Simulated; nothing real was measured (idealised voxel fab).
Name of the process module below: voxel plated lines
It is cross-section cut that appears here, measuring 245 nm in width, its square cells being 5 nm in size.
If you're reading a cross-section in this doc, picture square cells in a grid; it comes to you as bands, top ones listed first down to the bottom, and a band can be one or more rows of cells.
The band entry comprises the height of the band's top followed by the height of its bottom, expressed in nm, and subsequently the band's materials from left to right, each stated together with its width in nm. Where a single material is marked with the word "throughout", that material fills the band from edge to edge. The word "blank" represents empty space.
Note: height 0 marks the level under which the wafer is uniformly one material as received. Lowest band unbounded below, written "top 0, no bottom".
Width: "30..40" (first number = top row, second number = bottom row, same change from row to row of cells).
It should be understood that the words "nothing got changed", when stated for a given step, signify that the cross-section underwent no change in any of its cells during that step.
"Sealed void listing": empty spaces of 8 cells or more with no open way to the top, each given as width x height at distance, distance from the left edge, all in nm.
Post-settings text on a step line: simulator's own remark regarding the step.
Each step line may optionally specify "overlay nm", which for a step with a mask gives the rightward distance between the mask's planned place and where it lay, a negative value indicating the leftward direction.

-- Here's what the planned process steps look like
step 1: RECEIVE [material Si]
step 2: CONFORMAL_DEP [material SiN] [thk nm 10]
step 3: DIRECTIONAL_DEP [material TiN] [thk nm 5]
step 4: PATTERN [tone open] [mask id LINES] [material resist] [width nm 20] [pitch nm 55] [thk nm 35] [overlay nm 0]
step 5: EPI [material Ru] [thk nm 10]
step 6: EPI [material Ru] [thk nm 5]
step 7: EPI [material Ru] [thk nm 5]
step 8: STRIP [etch materials resist]
step 9: DIRECTIONAL_ETCH [etch materials TiN] [depth nm 5]
step 10: CONFORMAL_DEP [material SiO2] [thk nm 5]
The width nm used in step 4 is not the same on every wafer, whereas the starting condition is; the value printed in the plan is the first wafer's.

-- The as-received cross-section of the first of several wafers corresponds to the state after step 1
  top 0, no bottom: Si throughout
  Sealed void listing: none

-- first wafer at the end, after step 10
  top 40, bottom 35: 25 blank, then 30 SiO2, then 25 blank, then 30 SiO2, then 25 blank, then 30 SiO2, then 25 blank, then 30 SiO2, then 25 blank
  top 35, bottom 15: 25 blank, then 5 SiO2, then 20 Ru, then 5 SiO2, then 25 blank, then 5 SiO2, then 20 Ru, then 5 SiO2, then 25 blank, then 5 SiO2, then 20 Ru, then 5 SiO2, then 25 blank, then 5 SiO2, then 20 Ru, then 5 SiO2, then 25 blank
  top 15, bottom 10: 30 SiO2, then 20 TiN, then 35 SiO2, then 20 TiN, then 35 SiO2, then 20 TiN, then 35 SiO2, then 20 TiN, then 30 SiO2
  top 10, bottom 0: SiN throughout
  top 0, no bottom: Si throughout
  Sealed void listing: none

-- Last-wafer cross-section at the end of the module
  top 40, bottom 35: 15 blank, then 50 SiO2, then 5 blank, then 50 SiO2, then 5 blank, then 50 SiO2, then 5 blank, then 50 SiO2, then 15 blank
  top 35, bottom 15: 15 blank, then 5 SiO2, then 40 Ru, then 5 SiO2, then 5 blank, then 5 SiO2, then 40 Ru, then 5 SiO2, then 5 blank, then 5 SiO2, then 40 Ru, then 5 SiO2, then 5 blank, then 5 SiO2, then 40 Ru, then 5 SiO2, then 15 blank
  top 15, bottom 10: 20 SiO2, then 40 TiN, then 15 SiO2, then 40 TiN, then 15 SiO2, then 40 TiN, then 15 SiO2, then 40 TiN, then 20 SiO2
  top 10, bottom 0: SiN throughout
  top 0, no bottom: Si throughout
  Sealed void listing: none

-- Quick key for the table: a row per wafer, taken at the end of the module. For each material it tells you how many cells the wafer gained (+) or lost (-) since it came in, and the closed voids come after
width nm 20, +64 Ru, +98 SiN, +89 SiO2, +16 TiN, Sealed void listing: none
width nm 25, +80 Ru, +98 SiN, +89 SiO2, +20 TiN, Sealed void listing: none
width nm 30, +96 Ru, +98 SiN, +89 SiO2, +24 TiN, Sealed void listing: none
width nm 35, +112 Ru, +98 SiN, +89 SiO2, +28 TiN, Sealed void listing: none
width nm 40, +128 Ru, +98 SiN, +89 SiO2, +32 TiN, Sealed void listing: none
